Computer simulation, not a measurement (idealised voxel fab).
Process module heading - voxel wiring stack
Cross-sectional view cut (width: 265 nm; square cell size: 5 nm).
If you're reading a cross-section in this doc, picture square cells in a grid; it comes to you as bands, top ones listed first down to the bottom, and a band can be one or more rows of cells. Band entry format. Leading values: height of top, height of bottom, nm. Remainder: materials in left-to-right order, each with its width in nm. Special words: "throughout" on a single material, which then fills the band edge to edge; "air", empty space. Heights are measured from 0, the level below which the as-received wafer is all one material; the lowest band has no bottom and continues downward, written as in "0 and below". Width "30..40": first value at the band's top row of cells, second value at its bottom row, equal change from row to row. Take "nothing changed" at face value: in the step it is given for, the cross-section changed in none of its cells. This entry, "Unvented internal voids", enumerates those empty regions of no fewer than 8 cells that possess no open connection to the top. Each region is reported in the form width x height at distance, the distance being taken from the left edge, with all three quantities expressed in nm. On a step's line, text after the settings is the simulator commenting on that step. overlay nm: step with mask; distance mask lay right of planned place; negative value = left of planned place.
Set out below are the planned steps of the process:
| 1 | RECEIVE | material Si |
| 2 | CONFORMAL_DEP | material SiO2 | thk nm 10 |
| 3 | CONFORMAL_DEP | material SiN | thk nm 5 |
| 4 | DIRECTIONAL_DEP | material lowk | thk nm 25 |
| 5 | MASKED_ETCH | tone open | mask id METAL_1 | width nm 20 | pitch nm 40 | etch materials lowk | depth nm 25 | overlay nm 0 |
| 6 | MASKED_ETCH | tone open | mask id METAL_1 | width nm 20 | pitch nm 40 | etch materials SiN | depth nm 5 | overlay nm 0 |
| 7 | CONFORMAL_DEP | material TiN | thk nm 5 |
| 8 | FILL_DEP | material W | thk nm 10 |
| 9 | CMP | height nm 40 |
| 10 | CONFORMAL_DEP | material SiCN | thk nm 5 |
| 11 | DIRECTIONAL_DEP | material lowk | thk nm 20 |
| 12 | PATTERN | tone open | mask id PLUG_1 | material resist | width nm 15 | thk nm 20 | overlay nm 0 |
| 13 | DIRECTIONAL_ETCH | etch materials lowk | depth nm 20 |
| 14 | DIRECTIONAL_ETCH | etch materials SiCN | depth nm 5 |
| 15 | STRIP | etch materials resist |
| 16 | EPI | material Ru | thk nm 10 |
| 17 | EPI | material Ru | thk nm 10 |
| 18 | EPI | material Ru | thk nm 5 |
| 19 | DIRECTIONAL_DEP | material TiN | thk nm 5 |
| 20 | DIRECTIONAL_DEP | material Ru | thk nm 15 |
| 21 | PATTERN | tone cover | mask id METAL_2 | material resist | width nm 20 | pitch nm 40 | thk nm 15 | overlay nm 0 |
| 22 | DIRECTIONAL_ETCH | etch materials Ru | depth nm 15 |
| 23 | DIRECTIONAL_ETCH | etch materials TiN | depth nm 5 |
| 24 | STRIP | etch materials resist |
| 25 | CONFORMAL_DEP | material SiN | thk nm 5 |
| 26 | FILL_DEP | material SiO2 | thk nm 10 |
| 27 | CMP | height nm 85 |
| 28 | CONFORMAL_DEP | material SiCN | thk nm 5 |
| 29 | DIRECTIONAL_DEP | material lowk | thk nm 15 |
| 30 | PATTERN | tone open | mask id PLUG_2 | material resist | width nm 15 | pitch nm 40 | thk nm 15 | overlay nm 0 |
| 31 | DIRECTIONAL_ETCH | etch materials lowk | depth nm 15 |
| 32 | DIRECTIONAL_ETCH | etch materials SiCN | depth nm 5 |
| 33 | STRIP | etch materials resist |
| 34 | EPI | material Ru | thk nm 10 |
| 35 | EPI | material Ru | thk nm 10 |
| 36 | DIRECTIONAL_DEP | material TiN | thk nm 5 |
| 37 | DIRECTIONAL_DEP | material W | thk nm 25 |
| 38 | DIRECTIONAL_DEP | material aC | thk nm 10 |
| 39 | PATTERN | tone cover | mask id METAL_3 | material resist | width nm 20 | pitch nm 40 | thk nm 30 | overlay nm 0 |
| 40 | DIRECTIONAL_ETCH | etch materials aC | depth nm 10 |
| 41 | STRIP | etch materials resist |
| 42 | DIRECTIONAL_ETCH | etch materials W | depth nm 25 |
| 43 | DIRECTIONAL_ETCH | etch materials TiN | depth nm 5 |
| 44 | STRIP | etch materials aC |
| 45 | FILL_DEP | material SiO2 | thk nm 10 |
| 46 | CMP | height nm 135 |
| 47 | CONFORMAL_DEP | material SiCN | thk nm 5 |
Cross-section of the wafer at receipt, which is the condition after step 1:
- 0 and below  Si throughout
- Unvented internal voids: none
Wafer cross-section at module end: first of two, run to plan:
- 140 down to 135  SiCN throughout
- 135 down to 110  SiO2 (100) | W (20) | SiO2 (20) | W (20) | SiO2 (105)
- 110 down to 105  SiO2 (100) | TiN (20) | SiO2 (20) | TiN (20) | SiO2 (105)
- 105 down to 90  lowk (100) | Ru (15) | lowk (25) | Ru (15) | lowk (110)
- 90 down to 85  SiCN (100) | Ru (15) | SiCN (25) | Ru (15) | SiCN (110)
- 85 down to 70  SiO2 (95) | SiN (5) | Ru (20) | SiN (5) | SiO2 (10) | SiN (5) | Ru (20) | SiN (5) | SiO2 (100)
- 70 down to 65  SiN (100) | TiN (20) | SiN (20) | TiN (20) | SiN (105)
- 65 down to 45  lowk (100) | Ru (15) | lowk (150)
- 45 down to 40  SiCN (100) | Ru (15) | SiCN (150)
- 40 down to 15  lowk (100) | TiN (5) | W (10) | TiN (5) | lowk (20) | TiN (5) | W (10) | TiN (5) | lowk (105)
- 15 down to 10  SiN (100) | TiN (20) | SiN (20) | TiN (20) | SiN (105)
- 10 down to 0  SiO2 throughout
- 0 and below  Si throughout
- Unvented internal voids: none
Cross-sectional image of the second wafer of the two following completion of the module. Starting state and process plan were the same as for the first wafer; one execution error occurred:
- 140 down to 135  SiCN throughout
- 135 down to 110  SiO2 (100) | W (20) | SiO2 (20) | W (20) | SiO2 (105)
- 110 down to 105  SiO2 (100) | TiN (20) | SiO2 (20) | TiN (20) | SiO2 (105)
- 105 down to 90  lowk (100) | Ru (15) | lowk (25) | Ru (15) | lowk (110)
- 90 down to 85  SiCN (100) | Ru (15) | SiCN (25) | Ru (15) | SiCN (110)
- 85 down to 70  SiO2 (95) | SiN (5) | Ru (20) | SiN (5) | SiO2 (10) | SiN (5) | Ru (20) | SiN (5) | SiO2 (100)
- 70 down to 65  SiN (100) | TiN (20) | SiN (20) | TiN (20) | SiN (105)
- 65 down to 45  lowk (100) | Ru (15) | lowk (150)
- 45 down to 40  SiCN (100) | Ru (15) | SiCN (150)
- 40 down to 35  SiN (100) | TiN (20) | SiN (20) | TiN (20) | SiN (105)
- 35 down to 10  lowk throughout
- 10 down to 0  SiO2 throughout
- 0 and below  Si throughout
- Unvented internal voids: none
The plan and the run diverged here: steps 3 and 4 of the plan were each performed in the slot designated for the other
End check, counted in cells, second wafer has more or fewer of these materials than the first: TiN: 20 fewer | W: 20 fewer | lowk: 40 more
